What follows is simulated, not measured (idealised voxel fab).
This is a process module. Its name is voxel self aligned contacts.
It is cross-section cut that appears here, measuring 200 nm in width, its square cells being 5 nm in size.
In what follows, cross-sections appear as grids of square cells, described through bands that run from the top down, where every band is one or more rows of cells.
Per band: top height and bottom height in nm, followed by the left-to-right materials and their widths in nm; "throughout" marks a single material spanning edge to edge, "blank" marks empty space.
The reference from which all heights are counted is 0, the level beneath which the as-received wafer is entirely one material; the lowest band, having no lower bound, proceeds downward and is written after the example "0 nm and below".
The two numbers in a width such as "30->40" mark its ends across the band: the first belongs to the top row of cells, the second to the bottom row, and from each row to the next the width moves by the same amount.
The designation "stayed the same", where it is given for a processing step, indicates that no cell of the cross-section was altered in the course of that step.
You'll see "Voids lacking openings" listing empty spaces that have no way open to the top, as long as they're 8 cells or more; the notation is width x height at distance, where the distance is from the left edge, and all of it is in nm.
That trailing text on a step's line, after the settings, is the simulator's own remark on the step.
overlay nm: step with mask; distance mask lay right of planned place; negative value = left of planned place.

## This section lists the process steps that were planned
| 1 | RECEIVE with material Si |
| 2 | CONFORMAL_DEP with material SiO2, thk nm 5 |
| 3 | DIRECTIONAL_DEP with material polySi, thk nm 25 |
| 4 | DIRECTIONAL_DEP with material SiN, thk nm 20 |
| 5 | DIRECTIONAL_DEP with material aC, thk nm 15 |
| 6 | PATTERN with tone cover, mask id GATE, material resist, width nm 35, pitch nm 70, thk nm 35, overlay nm 0 |
| 7 | DIRECTIONAL_ETCH with etch materials aC, depth nm 15 |
| 8 | STRIP with etch materials resist |
| 9 | DIRECTIONAL_ETCH with etch materials SiN, depth nm 20 |
| 10 | DIRECTIONAL_ETCH with etch materials polySi, depth nm 25 |
| 11 | STRIP with etch materials aC |
| 12 | CONFORMAL_DEP with material SiN, thk nm 10 |
| 13 | DIRECTIONAL_ETCH with etch materials SiN, depth nm 10 |
| 14 | FILL_DEP with material SiO2, thk nm 10 |
| 15 | CMP with height nm 55 |
| 16 | PATTERN with tone open, mask id CONTACT, material resist, width nm 55, thk nm 15, overlay nm 0 |
| 17 | DIRECTIONAL_ETCH with etch materials SiO2, depth nm 55 |
| 18 | STRIP with etch materials resist |
| 19 | CONFORMAL_DEP with material TiN, thk nm 5 |
| 20 | FILL_DEP with material W, thk nm 5 |
| 21 | CMP with height nm 55 |
| 22 | CONFORMAL_DEP with material SiN, thk nm 5 |

## Cross-section: wafer on arrival = after step 1
* 0 nm and below: Si throughout
* Voids lacking openings: none

## Below is the wafer in cross-section after the module was completed. It began from the starting point shown above and followed the plan shown above, except that one mistake was made while running it
* 60 nm to 55 nm: SiN throughout
* 55 nm to 50 nm: SiO2 (70), TiN (25), W (5), TiN (30), SiO2 (70)
* 50 nm to 30 nm: SiO2 (35), SiN (55), TiN (5), W (5), TiN (5), SiN (55), SiO2 (40)
* 30 nm to 5 nm: SiO2 (35), SiN (10), polySi (35), SiN (10), TiN (5), W (5), TiN (5), SiN (10), polySi (35), SiN (10), SiO2 (40)
* 5 nm to 0 nm: SiO2 (90), TiN (15), SiO2 (95)
* 0 nm and below: Si throughout
* Voids lacking openings: none
It is concluded that the wafer was processed incorrectly with respect to the plan, in that contrary to plan, step 16 was performed as PATTERN with tone open, mask id CONTACT, material resist, width nm 60, thk nm 15, overlay nm 0
